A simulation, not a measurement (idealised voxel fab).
Process module name: voxel released beams
200 nm wide, 5 nm square cells: that's cross-section cut.
If you're reading a cross-section in this doc, picture square cells in a grid; it comes to you as bands, top ones listed first down to the bottom, and a band can be one or more rows of cells. In this notation a band is specified by the heights of its top and bottom, in that order and in nm, after which its materials appear from left to right, each paired with its width in nm. The word "all across" attached to a single material means that material fills the band from edge to edge; the word "air" stands for empty space. Height reference: 0 = level under which incoming wafer is all one material. Lowest band: no bottom, runs on downward, e.g. "0 -> down". The notation "30 to 40" denotes a width that varies across the rows of cells in the band, beginning at the first number in the top row, finishing at the second number in the bottom row, and changing by an identical amount from each row to the next. No cell of the cross-section changed in a step that is given as "remains unaltered". Each empty space that has no open way to the top and spans at least 8 cells appears under "Voids lacking openings" as width x height at distance, the distance counted from the left edge, all in nm. If you see something after the settings on a step's line, that's the simulator's own remark about that step. The line of a step may include "overlay nm". On a step with a mask, this value is how far to the right of its planned place the mask lay. A negative value means the mask lay to the left.

-- Process steps (planned)
1 RECEIVE [material Si]
2 CONFORMAL_DEP [material SiN] [thk nm 5]
3 DIRECTIONAL_DEP [material SiO2] [thk nm 20]
4 PATTERN [tone open] [mask id ANCHOR] [material resist] [width nm 35] [thk nm 20] [overlay nm 0]
5 DIRECTIONAL_ETCH [etch materials SiO2] [depth nm 20]
6 STRIP [etch materials resist]
7 CONFORMAL_DEP [material TiN] [thk nm 15]
8 MASKED_ETCH [tone cover] [mask id BEAM] [width nm 110] [etch materials TiN] [depth nm 15] [overlay nm 0]
9 STRIP [etch materials SiO2]
Split variable: width nm, step 8. Plan value = first wafer. Wafers start alike.

-- So this is the first of several wafers, cross-sectioned as it came to us, meaning it's at the end of step 1
- 0 -> down = Si all across
- Voids lacking openings: none

-- First of several wafers, sectioned at end of module (last step: step 9)
- 40 -> 25 = 40 nm air, 15 nm TiN, 5 nm air, 90 nm TiN, 50 nm air
- 25 -> 20 = 40 nm air, 15 nm TiN, 5 nm air, 15 nm TiN, 125 nm air
- 20 -> 5 = 40 nm air, 35 nm TiN, 125 nm air
- 5 -> 0 = SiN all across
- 0 -> down = Si all across
- Voids lacking openings: none

-- Cross-section, last wafer, module completion
- 40 -> 25 = 30 nm air, 25 nm TiN, 5 nm air, 105 nm TiN, 35 nm air
- 25 -> 20 = 40 nm air, 15 nm TiN, 5 nm air, 15 nm TiN, 125 nm air
- 20 -> 5 = 40 nm air, 35 nm TiN, 125 nm air
- 5 -> 0 = SiN all across
- 0 -> down = Si all across
- Voids lacking openings: none

-- End of module, by wafer: material-by-material cell gain (+) or loss (-) since receipt, then closed voids
width nm 110 | +40 SiN | +90 TiN | Voids lacking openings: none
width nm 115 | +40 SiN | +93 TiN | Voids lacking openings: none
width nm 120 | +40 SiN | +96 TiN | Voids lacking openings: none
width nm 125 | +40 SiN | +99 TiN | Voids lacking openings: none
width nm 130 | +40 SiN | +102 TiN | Voids lacking openings: none
width nm 135 | +40 SiN | +105 TiN | Voids lacking openings: none
